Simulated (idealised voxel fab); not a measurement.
Process module in this document: voxel self aligned contacts
Section shown: cut. Width: 140 nm. Cell size: 5 nm, square.
Reading order for cross-sections: top band down to bottom band. Underlying form: a grid of square cells. Band size: one or more rows of cells.
A band entry consists of two parts. The first gives the height of the band's top and the height of its bottom, in nm. The rest lists the band's materials from left to right, each with its width in nm. A single material labelled with the word "full width" fills the band from edge to edge, and the word "blank" marks empty space.
Heights are expressed relative to 0, this being the level below which the as-received wafer comprises one material exclusively. The lowest band is unbounded in the downward direction and is denoted as in "0 and below".
Width: "30..40" (first number = top row, second number = bottom row, same change from row to row of cells).
Where a step carries "nothing altered", the cross-section came out of it unchanged, cell for cell.
You'll see "Closed void register" listing empty spaces that have no way open to the top, as long as they're 8 cells or more; the notation is width x height at distance, where the distance is from the left edge, and all of it is in nm.
The remark found on a step's line after its settings is issued by the simulator itself and pertains to that step.
The line of a step may include "overlay nm". On a step with a mask, this value is how far to the right of its planned place the mask lay. A negative value means the mask lay to the left.

The planned process steps are enumerated hereunder
1) op RECEIVE | material Si
2) op OXIDIZE | depth nm 5
3) op DIRECTIONAL_DEP | material polySi | thk nm 25
4) op DIRECTIONAL_DEP | material SiN | thk nm 25
5) op PATTERN | tone cover | mask id GATE | material resist | width nm 35 | pitch nm 75 | thk nm 20 | overlay nm 0
6) op DIRECTIONAL_ETCH | etch materials SiN | depth nm 25
7) op DIRECTIONAL_ETCH | etch materials polySi | depth nm 25
8) op STRIP | etch materials resist
9) op CONFORMAL_DEP | material SiN | thk nm 10
10) op DIRECTIONAL_ETCH | etch materials SiN | depth nm 10
11) op FILL_DEP | material SiO2 | thk nm 10
12) op CMP | height nm 55
13) op PATTERN | tone open | mask id CONTACT | material resist | width nm 50 | thk nm 20 | overlay nm 0
14) op DIRECTIONAL_ETCH | etch materials SiO2 | depth nm 60
15) op STRIP | etch materials resist
16) op CONFORMAL_DEP | material TiN | thk nm 5
17) op FILL_DEP | material W | thk nm 10
18) op CMP | height nm 55
19) op CONFORMAL_DEP | material SiCN | thk nm 5

As received (post step 1): cross-section
0 and below  Si full width
Closed void register: none

End-of-module cross-section. Starting structure and process plan as above; one mistake made in running it
60 down to 55  SiCN full width
55 down to 50  5 of SiO2 | 55 of polySi | 5 of TiN | 10 of W | 5 of TiN | 55 of polySi | 5 of SiO2
50 down to 25  5 of SiO2 | 10 of polySi | 35 of SiN | 10 of polySi | 5 of TiN | 10 of W | 5 of TiN | 10 of polySi | 35 of SiN | 10 of polySi | 5 of SiO2
25 down to 15  5 of SiO2 | 55 of polySi | 5 of TiN | 10 of W | 5 of TiN | 55 of polySi | 5 of SiO2
15 down to 10  5 of SiO2 | 55 of polySi | 20 of TiN | 55 of polySi | 5 of SiO2
10 down to 0  polySi full width
0 down to -5  SiO2 full width
-5 and below  Si full width
Closed void register: none
Here's what went sideways: contrary to plan, step 9 was performed as op CONFORMAL_DEP | material polySi | thk nm 10
